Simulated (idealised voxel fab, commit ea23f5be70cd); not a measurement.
Proc. module: voxel lift off
Cross-section cut: width 215 nm, square cells of 5 nm.
A cross-section is a grid of square cells, given in bands from the top down. A band is one or more rows of cells. Each band's line starts with the height of the band's top and of its bottom, in nm. Then come its materials from left to right, each with its width in nm. One material with "throughout" fills the band from edge to edge. "empty" is empty space. The reference from which all heights are counted is 0, the level beneath which the as-received wafer is entirely one material; the lowest band, having no lower bound, proceeds downward and is written after the example "0 -> down". Width "30..40": first value at the band's top row of cells, second value at its bottom row, equal change from row to row. The cross-section has no changed cell in any step marked "nothing altered". If an empty space has no open way to the top and is at least 8 cells in size, "Closed cavities" lists it, written width x height at distance, where distance is measured from the left edge and every value is in nm. Post-settings text on a step line: simulator's own remark regarding the step. "overlay nm" answers the question of how far to the right of plan the mask lay on a step that has a mask, and when it is negative the answer is to the left.
BELOW IS THE LIST OF PLANNED PROCESS STEPS
1. RECEIVE,material Si
2. CONFORMAL_DEP,material SiN,thk nm 5
3. PATTERN,tone open,mask id LINES,material resist,width nm 25,pitch nm 50,thk nm 25,overlay nm -5
4. DIRECTIONAL_DEP,material Ru,thk nm 15
5. STRIP,etch materials resist
6. CONFORMAL_DEP,material SiN,thk nm 5
The wafers are alike at the start. At step 3, their overlay nm differs. The plan lists the first wafer's value.
INCOMING STATE OF THE FIRST OF SEVERAL WAFERS IN CROSS-SECTION: AFTER STEP 1
* 0 -> down = Si throughout
* Closed cavities: none
QUICK LOOK AT THE CROSS-SECTION OF THE FIRST OF SEVERAL WAFERS AFTER STEP 6, WHICH WRAPS UP THE MODULE
* 25 -> 20 = empty 10 nm  SiN 35 nm  empty 15 nm  SiN 35 nm  empty 15 nm  SiN 35 nm  empty 15 nm  SiN 35 nm  empty 20 nm
* 20 -> 10 = empty 10 nm  SiN 5 nm  Ru 25 nm  SiN 5 nm  empty 15 nm  SiN 5 nm  Ru 25 nm  SiN 5 nm  empty 15 nm  SiN 5 nm  Ru 25 nm  SiN 5 nm  empty 15 nm  SiN 5 nm  Ru 25 nm  SiN 5 nm  empty 20 nm
* 10 -> 5 = SiN 15 nm  Ru 25 nm  SiN 25 nm  Ru 25 nm  SiN 25 nm  Ru 25 nm  SiN 25 nm  Ru 25 nm  SiN 25 nm
* 5 -> 0 = SiN throughout
* 0 -> down = Si throughout
* Closed cavities: none
FINAL WAFER OF SEVERAL, SHOWN IN CROSS-SECTION AT THE END OF THE MODULE
* 25 -> 20 = empty 20 nm  SiN 35 nm  empty 15 nm  SiN 35 nm  empty 15 nm  SiN 35 nm  empty 15 nm  SiN 35 nm  empty 10 nm
* 20 -> 10 = empty 20 nm  SiN 5 nm  Ru 25 nm  SiN 5 nm  empty 15 nm  SiN 5 nm  Ru 25 nm  SiN 5 nm  empty 15 nm  SiN 5 nm  Ru 25 nm  SiN 5 nm  empty 15 nm  SiN 5 nm  Ru 25 nm  SiN 5 nm  empty 10 nm
* 10 -> 5 = SiN 25 nm  Ru 25 nm  SiN 25 nm  Ru 25 nm  SiN 25 nm  Ru 25 nm  SiN 25 nm  Ru 25 nm  SiN 15 nm
* 5 -> 0 = SiN throughout
* 0 -> down = Si throughout
* Closed cavities: none
THE FOLLOWING TABLE CONTAINS A ROW PER WAFER, IN WHICH ARE REPORTED, AT THE CONCLUSION OF THE MODULE, THE CELLS OF EACH MATERIAL GAINED (+) OR LOST (-) SINCE THE WAFER'S RECEIPT, WITH ITS CLOSED VOIDS GIVEN THEREAFTER
overlay nm -5 | +60 Ru | +110 SiN | Closed cavities: none
overlay nm 0 | +60 Ru | +110 SiN | Closed cavities: none
overlay nm 5 | +60 Ru | +110 SiN | Closed cavities: none
